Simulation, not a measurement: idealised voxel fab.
The process module presented herein is designated voxel self aligned contacts.
Section cut is 205 nm wide and gridded with 5 nm square cells.
The cross-sections in this document take the form of a grid made of square cells. They are written out as bands, in order from top to bottom. Each band consists of one or more rows of cells.
In this notation a band is specified by the heights of its top and bottom, in that order and in nm, after which its materials appear from left to right, each paired with its width in nm. The word "edge to edge" attached to a single material means that material fills the band from edge to edge; the word "empty" stands for empty space.
All heights in this document are referenced to 0, defined as the level beneath which the wafer, as received, consists entirely of one material. The lowest band is not bounded below; it extends indefinitely downward and is written in the form "0 -> down".
The width entry "30..40" should be interpreted row by row: the top row of cells in the band takes the first number, the bottom row takes the second number, and the change between adjacent rows is uniform throughout.
"no change occurred", as given for a step, is the statement that not any cell of the cross-section underwent a change during that step.
Heads up: "Sealed voids" only lists the empty pockets with no open path to the top that are 8 cells or more, and it writes them as width x height at distance, distance from the left edge, in nm.
Note: text after step settings on the step line = simulator remark on that step.
overlay nm: mask right of planned place by this much (step with mask). Neg. = left.

-- Process steps (planned)
1) op RECEIVE | material Si
2) op OXIDIZE | depth nm 5
3) op DIRECTIONAL_DEP | material polySi | thk nm 20
4) op DIRECTIONAL_DEP | material SiN | thk nm 15
5) op DIRECTIONAL_DEP | material aC | thk nm 10
6) op PATTERN | tone cover | mask id GATE | material resist | width nm 30 | pitch nm 55 | thk nm 25 | overlay nm 0
7) op DIRECTIONAL_ETCH | etch materials aC | depth nm 10
8) op STRIP | etch materials resist
9) op DIRECTIONAL_ETCH | etch materials SiN | depth nm 15
10) op DIRECTIONAL_ETCH | etch materials polySi | depth nm 20
11) op STRIP | etch materials aC
12) op CONFORMAL_DEP | material SiN | thk nm 5
13) op DIRECTIONAL_ETCH | etch materials SiN | depth nm 5
14) op FILL_DEP | material SiO2 | thk nm 15
15) op CMP | height nm 40
16) op DIRECTIONAL_DEP | material aC | thk nm 10
17) op PATTERN | tone open | mask id CONTACT | material resist | width nm 35 | pitch nm 55 | thk nm 30 | overlay nm 0
18) op DIRECTIONAL_ETCH | etch materials aC | depth nm 10
19) op STRIP | etch materials resist
20) op DIRECTIONAL_ETCH | etch materials SiO2 | depth nm 45
21) op STRIP | etch materials aC
22) op CONFORMAL_DEP | material TiN | thk nm 5
23) op FILL_DEP | material Ru | thk nm 10
24) op CMP | height nm 40
25) op CONFORMAL_DEP | material SiN | thk nm 5

-- Delivered wafer in cross-section: state after step 1
- 0 -> down  Si edge to edge
- Sealed voids: none

-- Cross-section: first of two wafers, module finished, run according to plan
- 45 -> 40  SiN edge to edge
- 40 -> 35  SiO2: 55, TiN: 15, Ru: 5, TiN: 15, SiO2: 20, TiN: 15, Ru: 5, TiN: 15, SiO2: 60
- 35 -> 20  SiO2: 25, SiN: 40, TiN: 5, Ru: 5, TiN: 5, SiN: 40, TiN: 5, Ru: 5, TiN: 5, SiN: 40, SiO2: 30
- 20 -> 0  SiO2: 25, SiN: 5, polySi: 30, SiN: 5, TiN: 5, Ru: 5, TiN: 5, SiN: 5, polySi: 30, SiN: 5, TiN: 5, Ru: 5, TiN: 5, SiN: 5, polySi: 30, SiN: 5, SiO2: 30
- 0 -> -5  SiO2: 65, TiN: 15, SiO2: 40, TiN: 15, SiO2: 70
- -5 -> down  Si edge to edge
- Sealed voids: none

-- Module end: cross-section of wafer two of two. Same start and process plan as the first wafer. One mistake during execution
- 45 -> 40  SiN edge to edge
- 40 -> 35  SiO2: 25, SiN: 40, TiN: 5, Ru: 5, TiN: 5, SiN: 40, TiN: 5, Ru: 5, TiN: 5, SiN: 40, SiO2: 30
- 35 -> 30  SiO2: 25, SiN: 40, TiN: 15, SiN: 40, TiN: 15, SiN: 40, SiO2: 30
- 30 -> 20  SiN edge to edge
- 20 -> 0  polySi edge to edge
- 0 -> -5  SiO2 edge to edge
- -5 -> down  Si edge to edge
- Sealed voids: none
Deviation noted in wafer processing: so step 4 ended up running with a different setting than we planned, it ran as op DIRECTIONAL_DEP | material SiN | thk nm 25
Looking at both finished wafers in cells, the second ends up ahead of or behind the first on some materials: Ru -14 | SiN +34 | SiO2 -76 | TiN -36 | polySi +92
